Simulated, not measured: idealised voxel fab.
The process module presented herein is designated voxel self aligned contacts.
FYI the section here is cut, 230 nm wide, cells are 5 nm squares.
When this document writes out a cross-section, it uses a grid of square cells and lists it as bands, beginning at the top and moving down, with a band standing for one or more rows of cells. Heads up on the band format: heights come first, top then bottom, in nm. After that it's the materials left to right, each with its width in nm. A single material flagged "everywhere" fills the whole band edge to edge, and "air" means there's empty space there. All heights in this document are referenced to 0, defined as the level beneath which the wafer, as received, consists entirely of one material. The lowest band is not bounded below; it extends indefinitely downward and is written in the form "top 0, no bottom". Think of "30..40" as a width that walks from the first number to the second as you go down the band, top row to bottom row, taking equal-sized steps from row to row. No cell of the cross-section changed in a step that is given as "remained unchanged". Enclosed voids (no open way to top), threshold 8 cells or more, entry "Cavities, sealed", notation width x height at distance, distance from left edge, nm. That trailing text on a step's line, after the settings, is the simulator's own remark on the step. "overlay nm" on a masked step: distance the mask lay right of its planned place, negative for left.
# Planned step list for the process
1: RECEIVE (material Si)
2: OXIDIZE (depth nm 5)
3: DIRECTIONAL_DEP (material polySi; thk nm 30)
4: DIRECTIONAL_DEP (material SiN; thk nm 25)
5: PATTERN (tone cover; mask id GATE; material resist; width nm 30; pitch nm 65; thk nm 20; overlay nm 0)
6: DIRECTIONAL_ETCH (etch materials SiN; depth nm 25)
7: DIRECTIONAL_ETCH (etch materials polySi; depth nm 30)
8: STRIP (etch materials resist)
9: CONFORMAL_DEP (material SiN; thk nm 10)
10: DIRECTIONAL_ETCH (etch materials SiN; depth nm 10)
11: FILL_DEP (material SiO2; thk nm 20)
12: CMP (height nm 65)
13: DIRECTIONAL_DEP (material aC; thk nm 15)
14: PATTERN (tone open; mask id CONTACT; material resist; width nm 45; pitch nm 65; thk nm 35; overlay nm 0)
15: DIRECTIONAL_ETCH (etch materials aC; depth nm 15)
16: STRIP (etch materials resist)
17: DIRECTIONAL_ETCH (etch materials SiO2; depth nm 70)
18: STRIP (etch materials aC)
19: CONFORMAL_DEP (material TiN; thk nm 5)
20: FILL_DEP (material W; thk nm 10)
21: CMP (height nm 65)
22: CONFORMAL_DEP (material SiCN; thk nm 5)
# Cross-section: wafer on arrival = after step 1
- top 0, no bottom = Si everywhere
- Cavities, sealed: none
# Wafer cross-section at end of module: start and plan as shown above, one execution error
- top 70, bottom 65 = SiCN everywhere
- top 65, bottom 55 = 60 of SiO2 / 5..20 of TiN / 35..5 of W / 5..20 of TiN / 20 of SiO2 / 5..20 of TiN / 35..5 of W / 5..20 of TiN / 60 of SiO2
- top 55, bottom 30 = 25 of SiO2 / 50 of SiN / 5 of TiN / 5 of W / 5 of TiN / 50 of SiN / 5 of TiN / 5 of W / 5 of TiN / 50 of SiN / 25 of SiO2
- top 30, bottom 0 = 25 of SiO2 / 10 of SiN / 30 of polySi / 10 of SiN / 5 of TiN / 5 of W / 5 of TiN / 10 of SiN / 30 of polySi / 10 of SiN / 5 of TiN / 5 of W / 5 of TiN / 10 of SiN / 30 of polySi / 10 of SiN / 25 of SiO2
- top 0, bottom -5 = 75 of SiO2 / 15 of TiN / 50 of SiO2 / 15 of TiN / 75 of SiO2
- top -5, bottom -10 = SiO2 everywhere
- top -10, no bottom = Si everywhere
- Cavities, sealed: none
Which mistake was made when the wafer was run? step 2 was run on a setting that differed from the plan, and what really ran there is OXIDIZE (depth nm 10)
